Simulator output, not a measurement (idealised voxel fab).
Process module, titled voxel wiring stack
cross-section cut | 280 nm wide | cells 5 nm
In this document a cross-section is written as a grid of square cells. It is given as a series of bands, listed from the top down, and a band is one or more rows of cells.
A band entry consists of two parts. The first gives the height of the band's top and the height of its bottom, in nm. The rest lists the band's materials from left to right, each with its width in nm. A single material labelled with the word "all across" fills the band from edge to edge, and the word "blank" marks empty space.
For the purposes of this specification, 0 denotes the height below which the wafer in its as-received condition is composed wholly of one material, and the lowermost band, lacking a lower limit, extends downward without end, as expressed in "0 nm and below".
The expression "30->40" gives the width at the extremes of the band, the first number at its top row of cells and the second at its bottom row, with the width changing by equal amounts from each row to the next in between.
For the purposes of this document, the phrase "no change" attached to a step denotes that no cell within the cross-section was modified by that step.
So "Non-vented voids" is basically the list of trapped voids: any empty space of 8 cells or more that can't reach the top through an opening. They're written width x height at distance, the distance being from the left edge, and it's all nm.
Post-settings text on a step line: simulator's own remark regarding the step.
The line of a step may include "overlay nm". On a step with a mask, this value is how far to the right of its planned place the mask lay. A negative value means the mask lay to the left.
### Steps planned for the process
step 1: RECEIVE [material Si]
step 2: CONFORMAL_DEP [material SiO2] [thk nm 10]
step 3: DIRECTIONAL_DEP [material TiN] [thk nm 5]
step 4: DIRECTIONAL_DEP [material W] [thk nm 15]
step 5: PATTERN [tone cover] [mask id METAL_1] [material resist] [width nm 30] [pitch nm 55] [thk nm 15] [overlay nm 0]
step 6: DIRECTIONAL_ETCH [etch materials W] [depth nm 15]
step 7: DIRECTIONAL_ETCH [etch materials TiN] [depth nm 5]
step 8: STRIP [etch materials resist]
step 9: FILL_DEP [material SiO2] [thk nm 10]
step 10: CMP [height nm 30]
step 11: CONFORMAL_DEP [material SiCN] [thk nm 5]
step 12: DIRECTIONAL_DEP [material lowk] [thk nm 20]
step 13: PATTERN [tone open] [mask id PLUG_1] [material resist] [width nm 15] [pitch nm 55] [thk nm 15] [overlay nm 0]
step 14: DIRECTIONAL_ETCH [etch materials lowk] [depth nm 20]
step 15: DIRECTIONAL_ETCH [etch materials SiCN] [depth nm 5]
step 16: STRIP [etch materials resist]
step 17: CONFORMAL_DEP [material TiN] [thk nm 5]
step 18: FILL_DEP [material Ru] [thk nm 5]
step 19: CMP [height nm 55]
step 20: DIRECTIONAL_DEP [material TiN] [thk nm 5]
step 21: DIRECTIONAL_DEP [material Ru] [thk nm 15]
step 22: PATTERN [tone cover] [mask id METAL_2] [material resist] [width nm 30] [pitch nm 55] [thk nm 20] [overlay nm 0]
step 23: DIRECTIONAL_ETCH [etch materials Ru] [depth nm 15]
step 24: DIRECTIONAL_ETCH [etch materials TiN] [depth nm 5]
step 25: STRIP [etch materials resist]
step 26: CONFORMAL_DEP [material SiCN] [thk nm 5]
step 27: FILL_DEP [material SiO2] [thk nm 5]
step 28: CMP [height nm 75]
step 29: CONFORMAL_DEP [material SiN] [thk nm 5]
### Step 1 complete: cross-section of the wafer as received
	0 nm and below  Si all across
	Non-vented voids: none
### The cross-section shown corresponds to the wafer at the conclusion of the module. The initial structure and the process plan are those presented above; however, one mistake occurred in executing the plan
	75 nm to 70 nm  SiN all across
	70 nm to 60 nm  90 nm SiO2  5 nm SiCN  30 nm Ru  5 nm SiCN  15 nm SiO2  5 nm SiCN  30 nm Ru  5 nm SiCN  95 nm SiO2
	60 nm to 55 nm  95 nm SiCN  30 nm TiN  25 nm SiCN  30 nm TiN  100 nm SiCN
	55 nm to 35 nm  95 nm lowk  5 nm TiN  5 nm Ru  5 nm TiN  40 nm lowk  5 nm TiN  5 nm Ru  5 nm TiN  115 nm lowk
	35 nm to 30 nm  95 nm SiCN  15 nm TiN  40 nm SiCN  15 nm TiN  115 nm SiCN
	30 nm to 15 nm  95 nm SiO2  30 nm W  25 nm SiO2  30 nm W  100 nm SiO2
	15 nm to 10 nm  95 nm SiO2  30 nm TiN  25 nm SiO2  30 nm TiN  100 nm SiO2
	10 nm to 0 nm  SiO2 all across
	0 nm and below  Si all across
	Non-vented voids: none
Plan not followed: step 28 was processed under conditions differing from the plan, specifically as CMP [height nm 70]
